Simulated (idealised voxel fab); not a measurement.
Herein follows the process module entitled voxel capacitor over wiring.
The cross-section on display is named cut; it measures 250 nm wide, and its cells are 5 nm squares.
Each cross-section below is a grid of square cells, stated as bands in top-down order, with one or more rows of cells making up each band.
Heads up on the band format: heights come first, top then bottom, in nm. After that it's the materials left to right, each with its width in nm. A single material flagged "everywhere" fills the whole band edge to edge, and "empty" means there's empty space there.
Heights are reckoned from 0. Under this level, the received wafer is all of one material. The bottommost band is open-ended downward, for example "0 -> down".
Note: "30..40" means the width goes from the first number (top row of the band) to the second number (bottom row) in equal steps per row of cells.
Where the words "remains unaltered" appear for a step, the cross-section shows no cell changed by that step; every cell remained as before.
"Enclosed void inventory" enumerates empty spaces isolated from the top, with no open way to it, that contain at least 8 cells, giving each as width x height at distance from the left edge, all three in nm.
Where a step's line continues beyond its settings, the continuation is a remark by the simulator itself on that step.
Steps that use a mask can have "overlay nm" on their line. It says how far the mask sat to the right of where it was meant to be. Negative means to the left.
Intended process steps:
1,RECEIVE,material Si
2,CONFORMAL_DEP,material SiO2,thk nm 10
3,CONFORMAL_DEP,material SiN,thk nm 5
4,DIRECTIONAL_DEP,material lowk,thk nm 20
5,PATTERN,tone open,mask id METAL_1,material resist,width nm 20,pitch nm 90,thk nm 15,overlay nm 0
6,DIRECTIONAL_ETCH,etch materials lowk,depth nm 20
7,DIRECTIONAL_ETCH,etch materials SiN,depth nm 5
8,STRIP,etch materials resist
9,CONFORMAL_DEP,material TiN,thk nm 5
10,FILL_DEP,material Ru,thk nm 10
11,CMP,height nm 35
12,EPI,material Ru,thk nm 5
13,FILL_DEP,material SiCN,thk nm 5
14,DIRECTIONAL_DEP,material SiO2,thk nm 15
15,PATTERN,tone open,mask id PLUG_1,material resist,width nm 15,thk nm 15,overlay nm 0
16,DIRECTIONAL_ETCH,etch materials SiO2,depth nm 15
17,DIRECTIONAL_ETCH,etch materials SiCN,depth nm 5
18,STRIP,etch materials resist
19,EPI,material Ru,thk nm 10
20,EPI,material Ru,thk nm 10
21,DIRECTIONAL_DEP,material TiN,thk nm 10
22,DIRECTIONAL_DEP,material SiN,thk nm 5
23,DIRECTIONAL_DEP,material TiN,thk nm 10
24,PATTERN,tone cover,mask id UPPER_PLATE,material resist,width nm 75,thk nm 20,overlay nm 0
25,DIRECTIONAL_ETCH,etch materials TiN,depth nm 10
26,DIRECTIONAL_ETCH,etch materials SiN,depth nm 5
27,STRIP,etch materials resist
28,PATTERN,tone cover,mask id LOWER_PLATE,material resist,width nm 85,thk nm 15,overlay nm 0
29,DIRECTIONAL_ETCH,etch materials TiN,depth nm 10
30,STRIP,etch materials resist
31,FILL_DEP,material SiO2,thk nm 15
32,CMP,height nm 95
33,PATTERN,tone open,mask id PLUG_2,material resist,width nm 15,thk nm 15,overlay nm 0
34,DIRECTIONAL_ETCH,etch materials SiO2,depth nm 10
35,STRIP,etch materials resist
36,CONFORMAL_DEP,material TiN,thk nm 5
37,FILL_DEP,material Ru,thk nm 5
38,CMP,height nm 95
39,CONFORMAL_DEP,material SiN,thk nm 5
What sets these wafers apart? The thk nm at step 39. They all start alike, and the plan carries the first wafer's value.
Received condition of the first of several wafers, sectioned: post-step 1:
	0 -> down: Si everywhere
	Enclosed void inventory: none
Depicted here is the first of several wafers in cross-section, at module completion following the last step, step 39:
	100 -> 95: SiN everywhere
	95 -> 90: SiO2=85 / TiN=5 / Ru=5 / TiN=5 / SiO2=150
	90 -> 85: SiO2=85 / TiN=15 / SiO2=150
	85 -> 75: SiO2=75 / TiN=75 / SiO2=100
	75 -> 70: SiO2=75 / SiN=75 / SiO2=100
	70 -> 60: SiO2=70 / TiN=85 / SiO2=95
	60 -> 45: SiO2=75 / Ru=15 / SiO2=160
	45 -> 40: SiCN=75 / Ru=15 / SiCN=160
	40 -> 35: SiCN=65 / Ru=30 / SiCN=60 / Ru=30 / SiCN=65
	35 -> 15: lowk=70 / TiN=5 / Ru=10 / TiN=5 / lowk=70 / TiN=5 / Ru=10 / TiN=5 / lowk=70
	15 -> 10: SiN=70 / TiN=20 / SiN=70 / TiN=20 / SiN=70
	10 -> 0: SiO2 everywhere
	0 -> down: Si everywhere
	Enclosed void inventory: none
Final wafer of several, shown in cross-section at the end of the module:
	115 -> 95: SiN everywhere
	95 -> 90: SiO2=85 / TiN=5 / Ru=5 / TiN=5 / SiO2=150
	90 -> 85: SiO2=85 / TiN=15 / SiO2=150
	85 -> 75: SiO2=75 / TiN=75 / SiO2=100
	75 -> 70: SiO2=75 / SiN=75 / SiO2=100
	70 -> 60: SiO2=70 / TiN=85 / SiO2=95
	60 -> 45: SiO2=75 / Ru=15 / SiO2=160
	45 -> 40: SiCN=75 / Ru=15 / SiCN=160
	40 -> 35: SiCN=65 / Ru=30 / SiCN=60 / Ru=30 / SiCN=65
	35 -> 15: lowk=70 / TiN=5 / Ru=10 / TiN=5 / lowk=70 / TiN=5 / Ru=10 / TiN=5 / lowk=70
	15 -> 10: SiN=70 / TiN=20 / SiN=70 / TiN=20 / SiN=70
	10 -> 0: SiO2 everywhere
	0 -> down: Si everywhere
	Enclosed void inventory: none
Table: wafers, a row each; end-of-module cell change per material since receipt, gain (+), loss (-); then closed voids:
thk nm 5, +41 Ru, +85 SiCN, +107 SiN, +506 SiO2, +93 TiN, +168 lowk, Enclosed void inventory: none
thk nm 10, +41 Ru, +85 SiCN, +157 SiN, +506 SiO2, +93 TiN, +168 lowk, Enclosed void inventory: none
thk nm 15, +41 Ru, +85 SiCN, +207 SiN, +506 SiO2, +93 TiN, +168 lowk, Enclosed void inventory: none
thk nm 20, +41 Ru, +85 SiCN, +257 SiN, +506 SiO2, +93 TiN, +168 lowk, Enclosed void inventory: none
